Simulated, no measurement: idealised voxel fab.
Proc. module: voxel released beams
Cross-section cut spans 195 nm and uses square cells 5 nm in size.
Format of a cross-section: grid, square cells. Given as bands. Order: top down. Band: one or more rows of cells.
Band entry format. Leading values: height of top, height of bottom, nm. Remainder: materials in left-to-right order, each with its width in nm. Special words: "everywhere" on a single material, which then fills the band edge to edge; "air", empty space.
Where do heights start? At 0: under that level the wafer as delivered is made of one material only. And the lowest band has no floor; it just carries on downward, as in "0 nm and below".
Width spec "30 to 40" -> top row of cells at first value, bottom row at second value, equal per-row change in between.
A step reported as "no modification" is a step in which no cell of the cross-section changed.
Empty spaces counting at least 8 cells and having no open way to the top are listed in "Catalogued sealed voids". The notation width x height at distance is used for each, the distance being from the left edge and all three values in nm.
Step line, after settings: the simulator's comment on this step.
Regarding "overlay nm": on a step with a mask, it is the distance the mask lay to the right of its planned place; a negative value places it to the left.
**List of planned process steps**
1. RECEIVE,material Si
2. CONFORMAL_DEP,material SiN,thk nm 5
3. DIRECTIONAL_DEP,material SiO2,thk nm 10
4. MASKED_ETCH,tone open,mask id ANCHOR,width nm 45,etch materials SiO2,depth nm 10,overlay nm 0
5. CONFORMAL_DEP,material TiN,thk nm 15
6. DIRECTIONAL_DEP,material aC,thk nm 10
7. PATTERN,tone cover,mask id BEAM,material resist,width nm 120,thk nm 30,overlay nm 0
8. DIRECTIONAL_ETCH,etch materials aC,depth nm 10
9. STRIP,etch materials resist
10. DIRECTIONAL_ETCH,etch materials TiN,depth nm 15
11. STRIP,etch materials aC
12. STRIP,etch materials SiO2
**Here's what the wafer looked like in cross-section when it arrived - that's after step 1**
0 nm and below | Si everywhere
Catalogued sealed voids: none
**Run as planned - first of the two wafers cross-sectioned at the end of the module**
30 nm to 20 nm | 35 nm air, then 20 nm TiN, then 15 nm air, then 85 nm TiN, then 40 nm air
20 nm to 15 nm | 35 nm air, then 120 nm TiN, then 40 nm air
15 nm to 5 nm | 40 nm air, then 45 nm TiN, then 110 nm air
5 nm to 0 nm | SiN everywhere
0 nm and below | Si everywhere
Catalogued sealed voids: none
**Wafer two cross-section, module end. Start and plan unchanged from wafer one; one mistake made during the run**
45 nm to 30 nm | 35 nm air, then 120 nm TiN, then 40 nm air
30 nm to 15 nm | TiN everywhere
15 nm to 5 nm | 40 nm SiO2, then 45 nm TiN, then 110 nm SiO2
5 nm to 0 nm | SiN everywhere
0 nm and below | Si everywhere
Catalogued sealed voids: none
Which mistake was made when the wafer was run? plan step 5 was twice executed
In the final state, the cell counts of the second wafer exceed or fall short of those of the first for the following materials: 60 more of SiO2 | 123 more of TiN
